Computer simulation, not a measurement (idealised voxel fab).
process module | voxel wiring stack
cross-section cut | 225 nm wide | cells 5 nm
A cross-section is a grid of square cells, given in bands from the top down. A band is one or more rows of cells.
Each band's line starts with the height of the band's top and of its bottom, in nm. Then come its materials from left to right, each with its width in nm. One material with "throughout" fills the band from edge to edge. "air" is empty space.
Height 0 is the level under which the wafer as received is all one material. The lowest band goes on downwards, as in "0 down".
A width such as "30 to 40" changes by the same amount from each row of cells to the next, from the band's top row to its bottom row.
"no change" after a step means that no cell of the cross-section changed.
closed voids: empty space of 8 cells or more with no open way to the top, each as width x height at its distance from the left edge, in nm
after a step's settings: what the simulator itself notes on the step
overlay nm, on a step with a mask: how far to the right of its planned place the mask lay; to the left if negative
plan
1 op RECEIVE | material Si
2 op CONFORMAL_DEP | material SiO2 | thk nm 10
3 op DIRECTIONAL_DEP | material TiN | thk nm 5
4 op DIRECTIONAL_DEP | material Ru | thk nm 20
5 op DIRECTIONAL_DEP | material aC | thk nm 10
6 op PATTERN | tone cover | mask id METAL_1 | material resist | width nm 30 | pitch nm 50 | thk nm 30 | overlay nm 0
7 op DIRECTIONAL_ETCH | etch materials aC | depth nm 10
8 op STRIP | etch materials resist
9 op DIRECTIONAL_ETCH | etch materials Ru | depth nm 20
10 op DIRECTIONAL_ETCH | etch materials TiN | depth nm 5
11 op STRIP | etch materials aC
12 op CONFORMAL_DEP | material SiCN | thk nm 5
13 op FILL_DEP | material lowk | thk nm 5
14 op CMP | height nm 35
15 op CONFORMAL_DEP | material SiCN | thk nm 5
16 op DIRECTIONAL_DEP | material lowk | thk nm 15
17 op MASKED_ETCH | tone open | mask id PLUG_1 | width nm 15 | pitch nm 50 | etch materials lowk | depth nm 15 | overlay nm 0
18 op MASKED_ETCH | tone open | mask id PLUG_1 | width nm 15 | pitch nm 50 | etch materials SiCN | depth nm 5 | overlay nm 0
19 op CONFORMAL_DEP | material TiN | thk nm 5
20 op FILL_DEP | material Cu | thk nm 10
21 op CMP | height nm 55
22 op DIRECTIONAL_DEP | material TiN | thk nm 5
23 op DIRECTIONAL_DEP | material W | thk nm 20
24 op PATTERN | tone cover | mask id METAL_2 | material resist | width nm 30 | pitch nm 50 | thk nm 15 | overlay nm 0
25 op DIRECTIONAL_ETCH | etch materials W | depth nm 20
26 op DIRECTIONAL_ETCH | etch materials TiN | depth nm 5
27 op STRIP | etch materials resist
28 op FILL_DEP | material lowk | thk nm 5
29 op CMP | height nm 80
30 op CONFORMAL_DEP | material SiCN | thk nm 5
31 op DIRECTIONAL_DEP | material SiO2 | thk nm 10
32 op PATTERN | tone open | mask id PLUG_2 | material resist | width nm 15 | pitch nm 100 | thk nm 20 | overlay nm 0
33 op DIRECTIONAL_ETCH | etch materials SiO2 | depth nm 10
34 op DIRECTIONAL_ETCH | etch materials SiCN | depth nm 5
35 op STRIP | etch materials resist
36 op EPI | material Ru | thk nm 10
37 op EPI | material Ru | thk nm 5
38 op DIRECTIONAL_DEP | material TiN | thk nm 5
39 op DIRECTIONAL_DEP | material Ru | thk nm 25
40 op PATTERN | tone cover | mask id METAL_3 | material resist | width nm 30 | pitch nm 50 | thk nm 20 | overlay nm 0
41 op DIRECTIONAL_ETCH | etch materials Ru | depth nm 25
42 op DIRECTIONAL_ETCH | etch materials TiN | depth nm 5
43 op STRIP | etch materials resist
44 op FILL_DEP | material lowk | thk nm 10
45 op CMP | height nm 125
46 op CONFORMAL_DEP | material SiN | thk nm 5
as received, after step 1
  0 down: Si throughout
  closed voids: none
a wafer at the end: this start, this plan, one mistake
  130 to 125: SiN throughout
  125 to 120: lowk 20 | TiN 30 | lowk 20 | TiN 30 | lowk 20 | TiN 30 | lowk 20 | TiN 30 | lowk 25
  120 to 95: Ru throughout
  95 to 85: SiO2 20 | Ru 15 | SiO2 85 | Ru 15 | SiO2 90
  85 to 80: SiCN 20 | Ru 15 | SiCN 85 | Ru 15 | SiCN 90
  80 to 60: lowk 20 | W 30 | lowk 20 | W 30 | lowk 20 | W 30 | lowk 20 | W 30 | lowk 25
  60 to 55: lowk 20 | TiN 30 | lowk 20 | TiN 30 | lowk 20 | TiN 30 | lowk 20 | TiN 30 | lowk 25
  55 to 40: lowk 20 | TiN 5 | Cu 5 | TiN 5 | lowk 35 | TiN 5 | Cu 5 | TiN 5 | lowk 35 | TiN 5 | Cu 5 | TiN 5 | lowk 35 | TiN 5 | Cu 5 | TiN 5 | lowk 40
  40 to 35: SiCN 20 | TiN 15 | SiCN 35 | TiN 15 | SiCN 35 | TiN 15 | SiCN 35 | TiN 15 | SiCN 40
  35 to 15: lowk 15 | SiCN 5 | Ru 30 | SiCN 5 | lowk 10 | SiCN 5 | Ru 30 | SiCN 5 | lowk 10 | SiCN 5 | Ru 30 | SiCN 5 | lowk 10 | SiCN 5 | Ru 30 | SiCN 5 | lowk 20
  15 to 10: SiCN 20 | TiN 30 | SiCN 20 | TiN 30 | SiCN 20 | TiN 30 | SiCN 20 | TiN 30 | SiCN 25
  10 to 0: SiO2 throughout
  0 down: Si throughout
  closed voids: none
what went wrong: steps 38 and 39 were swapped
